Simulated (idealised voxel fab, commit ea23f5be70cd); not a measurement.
This section sets out a process module, namely voxel gate over fins.
Cross-section cut spans 285 nm and uses square cells 5 nm in size.
Think of the cross-section as a grid of square cells. We describe it in bands, top to bottom, and each band covers one or more rows of those cells. Top height, bottom height, nm. Materials left to right, width each, nm. Single material + "throughout" = fills band edge to edge. "empty" = empty. Heights are measured from 0, the level below which the as-received wafer is all one material; the lowest band has no bottom and continues downward, written as in "from 0 down". A two-number width, for instance "30 to 40", indicates that the width is equal to the first number in the top row of the band and to the second number in the bottom row, and that it changes by a constant amount per row of cells. No cell of the cross-section changed in a step that is given as "no change". So "Closed void listing" is basically the list of trapped voids: any empty space of 8 cells or more that can't reach the top through an opening. They're written width x height at distance, the distance being from the left edge, and it's all nm. Formally, on a step line, whatever follows the settings is a remark that the simulator itself makes on the step. overlay nm: how far to the right of its planned place the mask lay on this masked step (negative: to the left).
-- Planned process steps
1 RECEIVE, material Si
2 CONFORMAL_DEP, material SiN, thk nm 5
3 DIRECTIONAL_DEP, material aC, thk nm 15
4 PATTERN, tone cover, mask id FINS, material resist, width nm 15, pitch nm 50, thk nm 30, overlay nm 0
5 DIRECTIONAL_ETCH, etch materials aC, depth nm 15
6 STRIP, etch materials resist
7 DIRECTIONAL_ETCH, etch materials SiN, depth nm 5
8 DIRECTIONAL_ETCH, etch materials Si, depth nm 40
9 STRIP, etch materials aC
10 FILL_DEP, material SiO2, thk nm 10
11 CMP, height nm 5
12 DIRECTIONAL_DEP, material aC, thk nm 15
13 PATTERN, tone open, mask id RAIL, material resist, width nm 15, thk nm 35, overlay nm 0
14 DIRECTIONAL_ETCH, etch materials aC, depth nm 15
15 STRIP, etch materials resist
16 DIRECTIONAL_ETCH, etch materials SiO2, depth nm 40
17 STRIP, etch materials aC
18 CONFORMAL_DEP, material TiN, thk nm 5
19 FILL_DEP, material W, thk nm 5
20 CMP, height nm 5
21 SELECTIVE_ETCH, etch materials W Ru TiN, depth nm 20
22 FILL_DEP, material SiO2, thk nm 5
23 CMP, height nm 5
24 SELECTIVE_ETCH, etch materials SiO2, depth nm 15
25 STRIP, etch materials SiN
26 CONFORMAL_DEP, material HfO2, thk nm 5
27 CONFORMAL_DEP, material TiN, thk nm 5
28 CONFORMAL_DEP, material TiAl, thk nm 5
29 CONFORMAL_DEP, material TiN, thk nm 5
30 FILL_DEP, material W, thk nm 10
31 CMP, height nm 25
32 CONFORMAL_DEP, material SiN, thk nm 10
-- Of two wafers, the first: run according to plan
-- Cross-sectional view of the wafer in its as-received condition, corresponding to the state after step 1
> from 0 down = Si throughout
> Closed void listing: none
-- Wafer after step 2 (cross-section)
> from 5 to 0 = SiN throughout
> Anything lower than 0 is untouched.
-- Wafer after step 3 (cross-section)
> from 20 to 5 = aC throughout
> Anything lower than 5 is untouched.
-- Wafer after step 4 (cross-section)
> from 50 to 20 = empty 85  resist 15  empty 35  resist 15  empty 35  resist 15  empty 85
> Anything lower than 20 is untouched.
-- Wafer after step 5 (cross-section)
> from 35 to 20 = empty 85  resist 15  empty 35  resist 15  empty 35  resist 15  empty 85
> from 20 to 5 = empty 85  aC 15  empty 35  aC 15  empty 35  aC 15  empty 85
> Anything lower than 5 is untouched.
-- Wafer after step 6 (cross-section)
> from 20 to 5 = empty 85  aC 15  empty 35  aC 15  empty 35  aC 15  empty 85
> Anything lower than 5 is untouched.
-- Wafer after step 7 (cross-section)
> from 20 to 5 = empty 85  aC 15  empty 35  aC 15  empty 35  aC 15  empty 85
> from 5 to 0 = empty 85  SiN 15  empty 35  SiN 15  empty 35  SiN 15  empty 85
> Anything lower than 0 is untouched.
-- Wafer after step 8 (cross-section)
> from 20 to 5 = empty 85  aC 15  empty 35  aC 15  empty 35  aC 15  empty 85
> from 5 to 0 = empty 85  SiN 15  empty 35  SiN 15  empty 35  SiN 15  empty 85
> from 0 to -40 = empty 85  Si 15  empty 35  Si 15  empty 35  Si 15  empty 85
> Anything lower than -40 is untouched.
-- Wafer after step 9 (cross-section)
> from 5 to 0 = empty 85  SiN 15  empty 35  SiN 15  empty 35  SiN 15  empty 85
> Anything lower than 0 is untouched.
-- Wafer after step 10 (cross-section)
> from 15 to 5 = SiO2 throughout
> from 5 to 0 = SiO2 85  SiN 15  SiO2 35  SiN 15  SiO2 35  SiN 15  SiO2 85
> from 0 to -40 = SiO2 85  Si 15  SiO2 35  Si 15  SiO2 35  Si 15  SiO2 85
> Anything lower than -40 is untouched.
-- Wafer after step 11 (cross-section)
> from 5 to 0 = SiO2 85  SiN 15  SiO2 35  SiN 15  SiO2 35  SiN 15  SiO2 85
> Anything lower than 0 is untouched.
-- Wafer after step 12 (cross-section)
> from 20 to 5 = aC throughout
> Anything lower than 5 is untouched.
-- Wafer after step 13 (cross-section)
> from 55 to 20 = resist 110  empty 15  resist 160
> Anything lower than 20 is untouched.
-- Wafer after step 14 (cross-section)
> from 40 to 20 = resist 110  empty 15  resist 160
> from 20 to 5 = aC 110  empty 15  aC 160
> Anything lower than 5 is untouched.
-- Wafer after step 15 (cross-section)
> from 20 to 5 = aC 110  empty 15  aC 160
> Anything lower than 5 is untouched.
-- Wafer after step 16 (cross-section)
> from 20 to 5 = aC 110  empty 15  aC 160
> from 5 to 0 = SiO2 85  SiN 15  SiO2 10  empty 15  SiO2 10  SiN 15  SiO2 35  SiN 15  SiO2 85
> from 0 to -35 = SiO2 85  Si 15  SiO2 10  empty 15  SiO2 10  Si 15  SiO2 35  Si 15  SiO2 85
> Anything lower than -35 is untouched.
-- Wafer after step 17 (cross-section)
> from 5 to 0 = SiO2 85  SiN 15  SiO2 10  empty 15  SiO2 10  SiN 15  SiO2 35  SiN 15  SiO2 85
> Anything lower than 0 is untouched.
-- Wafer after step 18 (cross-section)
> from 10 to 5 = TiN 115  empty 5  TiN 165
> from 5 to 0 = SiO2 85  SiN 15  SiO2 10  TiN 5  empty 5  TiN 5  SiO2 10  SiN 15  SiO2 35  SiN 15  SiO2 85
> from 0 to -30 = SiO2 85  Si 15  SiO2 10  TiN 5  empty 5  TiN 5  SiO2 10  Si 15  SiO2 35  Si 15  SiO2 85
> from -30 to -35 = SiO2 85  Si 15  SiO2 10  TiN 15  SiO2 10  Si 15  SiO2 35  Si 15  SiO2 85
> Anything lower than -35 is untouched.
-- Wafer after step 19 (cross-section)
> from 15 to 10 = W throughout
> from 10 to 5 = TiN 115  W 5  TiN 165
> from 5 to 0 = SiO2 85  SiN 15  SiO2 10  TiN 5  W 5  TiN 5  SiO2 10  SiN 15  SiO2 35  SiN 15  SiO2 85
> from 0 to -30 = SiO2 85  Si 15  SiO2 10  TiN 5  W 5  TiN 5  SiO2 10  Si 15  SiO2 35  Si 15  SiO2 85
> Anything lower than -30 is untouched.
-- Wafer after step 20 (cross-section)
> from 5 to 0 = SiO2 85  SiN 15  SiO2 10  TiN 5  W 5  TiN 5  SiO2 10  SiN 15  SiO2 35  SiN 15  SiO2 85
> Anything lower than 0 is untouched.
-- Wafer after step 21 (cross-section)
> from 5 to 0 = SiO2 85  SiN 15  SiO2 10  empty 15  SiO2 10  SiN 15  SiO2 35  SiN 15  SiO2 85
> from 0 to -15 = SiO2 85  Si 15  SiO2 10  empty 15  SiO2 10  Si 15  SiO2 35  Si 15  SiO2 85
> Anything lower than -15 is untouched.
-- Wafer after step 22 (cross-section)
> from 10 to 5 = SiO2 throughout
> from 5 to 0 = SiO2 85  SiN 15  SiO2 35  SiN 15  SiO2 35  SiN 15  SiO2 85
> from 0 to -15 = SiO2 85  Si 15  SiO2 35  Si 15  SiO2 35  Si 15  SiO2 85
> Anything lower than -15 is untouched.
-- Wafer after step 23 (cross-section)
> from 5 to 0 = SiO2 85  SiN 15  SiO2 35  SiN 15  SiO2 35  SiN 15  SiO2 85
> Anything lower than 0 is untouched.
-- Wafer after step 24 (cross-section)
> from 5 to 0 = empty 85  SiN 15  empty 35  SiN 15  empty 35  SiN 15  empty 85
> from 0 to -10 = empty 85  Si 15  empty 35  Si 15  empty 35  Si 15  empty 85
> Anything lower than -10 is untouched.
-- Wafer after step 25 (cross-section)
> from 0 to -10 = empty 85  Si 15  empty 35  Si 15  empty 35  Si 15  empty 85
> Anything lower than -10 is untouched.
-- Wafer after step 26 (cross-section)
> from 5 to 0 = empty 80  HfO2 25  empty 25  HfO2 25  empty 25  HfO2 25  empty 80
> from 0 to -5 = empty 80  HfO2 5  Si 15  HfO2 5  empty 25  HfO2 5  Si 15  HfO2 5  empty 25  HfO2 5  Si 15  HfO2 5  empty 80
> from -5 to -10 = HfO2 85  Si 15  HfO2 35  Si 15  HfO2 35  Si 15  HfO2 85
> Anything lower than -10 is untouched.
-- Wafer after step 27 (cross-section)
> from 10 to 5 = empty 75  TiN 35  empty 15  TiN 35  empty 15  TiN 35  empty 75
> from 5 to 0 = empty 75  TiN 5  HfO2 25  TiN 5  empty 15  TiN 5  HfO2 25  TiN 5  empty 15  TiN 5  HfO2 25  TiN 5  empty 75
> from 0 to -5 = TiN 80  HfO2 5  Si 15  HfO2 5  TiN 25  HfO2 5  Si 15  HfO2 5  TiN 25  HfO2 5  Si 15  HfO2 5  TiN 80
> Anything lower than -5 is untouched.
-- Wafer after step 28 (cross-section)
> from 15 to 10 = empty 70  TiAl 45  empty 5  TiAl 45  empty 5  TiAl 45  empty 70
> from 10 to 5 = empty 70  TiAl 5  TiN 35  TiAl 5  empty 5  TiAl 5  TiN 35  TiAl 5  empty 5  TiAl 5  TiN 35  TiAl 5  empty 70
> from 5 to 0 = TiAl 75  TiN 5  HfO2 25  TiN 5  TiAl 15  TiN 5  HfO2 25  TiN 5  TiAl 15  TiN 5  HfO2 25  TiN 5  TiAl 75
> Anything lower than 0 is untouched.
-- Wafer after step 29 (cross-section)
> from 20 to 15 = empty 65  TiN 155  empty 65
> from 15 to 10 = empty 65  TiN 5  TiAl 45  TiN 5  TiAl 45  TiN 5  TiAl 45  TiN 5  empty 65
> from 10 to 5 = TiN 70  TiAl 5  TiN 35  TiAl 5  TiN 5  TiAl 5  TiN 35  TiAl 5  TiN 5  TiAl 5  TiN 35  TiAl 5  TiN 70
> Anything lower than 5 is untouched.
-- Wafer after step 30 (cross-section)
> from 30 to 20 = W throughout
> from 20 to 15 = W 65  TiN 155  W 65
> from 15 to 10 = W 65  TiN 5  TiAl 45  TiN 5  TiAl 45  TiN 5  TiAl 45  TiN 5  W 65
> Anything lower than 10 is untouched.
-- Wafer after step 31 (cross-section)
> from 25 to 20 = W throughout
> Anything lower than 20 is untouched.
-- Wafer after step 32 (cross-section)
> from 35 to 25 = SiN throughout
> Anything lower than 25 is untouched.
-- Companion wafer, the second of two: same beginning, same intended sequence, one mistake in carrying it out; through step 23 inclusive it tracks the first exactly
-- Second wafer at the planned finish of step 24, seen in cross-section
> from 5 to 0 = empty 85  SiN 15  empty 35  SiN 15  empty 35  SiN 15  empty 85
> from 0 to -15 = empty 85  Si 15  empty 35  Si 15  empty 35  Si 15  empty 85
> from -15 to -25 = empty 85  Si 15  empty 10  TiN 5  W 5  TiN 5  empty 10  Si 15  empty 35  Si 15  empty 85
> Anything lower than -25 is untouched.
-- Second wafer at the planned finish of step 25, seen in cross-section
> from 0 to -15 = empty 85  Si 15  empty 35  Si 15  empty 35  Si 15  empty 85
> Anything lower than -15 is untouched.
-- Second wafer at the planned finish of step 26, seen in cross-section
> from 5 to 0 = empty 80  HfO2 25  empty 25  HfO2 25  empty 25  HfO2 25  empty 80
> from 0 to -10 = empty 80  HfO2 5  Si 15  HfO2 5  empty 25  HfO2 5  Si 15  HfO2 5  empty 25  HfO2 5  Si 15  HfO2 5  empty 80
> from -10 to -15 = empty 80  HfO2 5  Si 15  HfO2 35  Si 15  HfO2 5  empty 25  HfO2 5  Si 15  HfO2 5  empty 80
> from -15 to -20 = empty 80  HfO2 5  Si 15  HfO2 10  TiN 5  W 5  TiN 5  HfO2 10  Si 15  HfO2 5  empty 25  HfO2 5  Si 15  HfO2 5  empty 80
> from -20 to -25 = HfO2 85  Si 15  HfO2 10  TiN 5  W 5  TiN 5  HfO2 10  Si 15  HfO2 35  Si 15  HfO2 85
> Anything lower than -25 is untouched.
-- Second wafer at the planned finish of step 27, seen in cross-section
> from 10 to 5 = empty 75  TiN 35  empty 15  TiN 35  empty 15  TiN 35  empty 75
> from 5 to 0 = empty 75  TiN 5  HfO2 25  TiN 5  empty 15  TiN 5  HfO2 25  TiN 5  empty 15  TiN 5  HfO2 25  TiN 5  empty 75
> from 0 to -5 = empty 75  TiN 5  HfO2 5  Si 15  HfO2 5  TiN 5  empty 15  TiN 5  HfO2 5  Si 15  HfO2 5  TiN 5  empty 15  TiN 5  HfO2 5  Si 15  HfO2 5  TiN 5  empty 75
> from -5 to -10 = empty 75  TiN 5  HfO2 5  Si 15  HfO2 5  TiN 25  HfO2 5  Si 15  HfO2 5  TiN 5  empty 15  TiN 5  HfO2 5  Si 15  HfO2 5  TiN 5  empty 75
> from -10 to -15 = empty 75  TiN 5  HfO2 5  Si 15  HfO2 35  Si 15  HfO2 5  TiN 5  empty 15  TiN 5  HfO2 5  Si 15  HfO2 5  TiN 5  empty 75
> from -15 to -20 = TiN 80  HfO2 5  Si 15  HfO2 10  TiN 5  W 5  TiN 5  HfO2 10  Si 15  HfO2 5  TiN 25  HfO2 5  Si 15  HfO2 5  TiN 80
> Anything lower than -20 is untouched.
-- Second wafer at the planned finish of step 28, seen in cross-section
> from 15 to 10 = empty 70  TiAl 45  empty 5  TiAl 45  empty 5  TiAl 45  empty 70
> from 10 to 5 = empty 70  TiAl 5  TiN 35  TiAl 5  empty 5  TiAl 5  TiN 35  TiAl 5  empty 5  TiAl 5  TiN 35  TiAl 5  empty 70
> from 5 to 0 = empty 70  TiAl 5  TiN 5  HfO2 25  TiN 5  TiAl 5  empty 5  TiAl 5  TiN 5  HfO2 25  TiN 5  TiAl 5  empty 5  TiAl 5  TiN 5  HfO2 25  TiN 5  TiAl 5  empty 70
> from 0 to -5 = empty 70  TiAl 5  TiN 5  HfO2 5  Si 15  HfO2 5  TiN 5  TiAl 15  TiN 5  HfO2 5  Si 15  HfO2 5  TiN 5  TiAl 5  empty 5  TiAl 5  TiN 5  HfO2 5  Si 15  HfO2 5  TiN 5  TiAl 5  empty 70
> from -5 to -10 = empty 70  TiAl 5  TiN 5  HfO2 5  Si 15  HfO2 5  TiN 25  HfO2 5  Si 15  HfO2 5  TiN 5  TiAl 5  empty 5  TiAl 5  TiN 5  HfO2 5  Si 15  HfO2 5  TiN 5  TiAl 5  empty 70
> from -10 to -15 = TiAl 75  TiN 5  HfO2 5  Si 15  HfO2 35  Si 15  HfO2 5  TiN 5  TiAl 15  TiN 5  HfO2 5  Si 15  HfO2 5  TiN 5  TiAl 75
> Anything lower than -15 is untouched.
-- Second wafer at the planned finish of step 29, seen in cross-section
> from 20 to 15 = empty 65  TiN 155  empty 65
> from 15 to 10 = empty 65  TiN 5  TiAl 45  TiN 5  TiAl 45  TiN 5  TiAl 45  TiN 5  empty 65
> from 10 to 5 = empty 65  TiN 5  TiAl 5  TiN 35  TiAl 5  TiN 5  TiAl 5  TiN 35  TiAl 5  TiN 5  TiAl 5  TiN 35  TiAl 5  TiN 5  empty 65
> from 5 to 0 = empty 65  TiN 5  TiAl 5  TiN 5  HfO2 25  TiN 5  TiAl 5  TiN 5  TiAl 5  TiN 5  HfO2 25  TiN 5  TiAl 5  TiN 5  TiAl 5  TiN 5  HfO2 25  TiN 5  TiAl 5  TiN 5  empty 65
> from 0 to -5 = empty 65  TiN 5  TiAl 5  TiN 5  HfO2 5  Si 15  HfO2 5  TiN 5  TiAl 15  TiN 5  HfO2 5  Si 15  HfO2 5  TiN 5  TiAl 5  TiN 5  TiAl 5  TiN 5  HfO2 5  Si 15  HfO2 5  TiN 5  TiAl 5  TiN 5  empty 65
> from -5 to -10 = TiN 70  TiAl 5  TiN 5  HfO2 5  Si 15  HfO2 5  TiN 25  HfO2 5  Si 15  HfO2 5  TiN 5  TiAl 5  TiN 5  TiAl 5  TiN 5  HfO2 5  Si 15  HfO2 5  TiN 5  TiAl 5  TiN 70
> Anything lower than -10 is untouched.
-- Second wafer at the planned finish of step 30, seen in cross-section
> from 30 to 20 = W throughout
> from 20 to 15 = W 65  TiN 155  W 65
> from 15 to 10 = W 65  TiN 5  TiAl 45  TiN 5  TiAl 45  TiN 5  TiAl 45  TiN 5  W 65
> from 10 to 5 = W 65  TiN 5  TiAl 5  TiN 35  TiAl 5  TiN 5  TiAl 5  TiN 35  TiAl 5  TiN 5  TiAl 5  TiN 35  TiAl 5  TiN 5  W 65
> from 5 to 0 = W 65  TiN 5  TiAl 5  TiN 5  HfO2 25  TiN 5  TiAl 5  TiN 5  TiAl 5  TiN 5  HfO2 25  TiN 5  TiAl 5  TiN 5  TiAl 5  TiN 5  HfO2 25  TiN 5  TiAl 5  TiN 5  W 65
> from 0 to -5 = W 65  TiN 5  TiAl 5  TiN 5  HfO2 5  Si 15  HfO2 5  TiN 5  TiAl 15  TiN 5  HfO2 5  Si 15  HfO2 5  TiN 5  TiAl 5  TiN 5  TiAl 5  TiN 5  HfO2 5  Si 15  HfO2 5  TiN 5  TiAl 5  TiN 5  W 65
> Anything lower than -5 is untouched.
-- Second wafer at the planned finish of step 31, seen in cross-section
> from 25 to 20 = W throughout
> Anything lower than 20 is untouched.
-- Second wafer at the planned finish of step 32, seen in cross-section
> from 35 to 25 = SiN throughout
> Anything lower than 25 is untouched.
Plan not followed: yeah, plan step 24 got run twice
FYI, end of process, the second wafer has more or fewer cells of some materials than the first: HfO2: 22 more; SiO2: 138 fewer; TiAl: 14 more; TiN: 24 more; W: 78 more
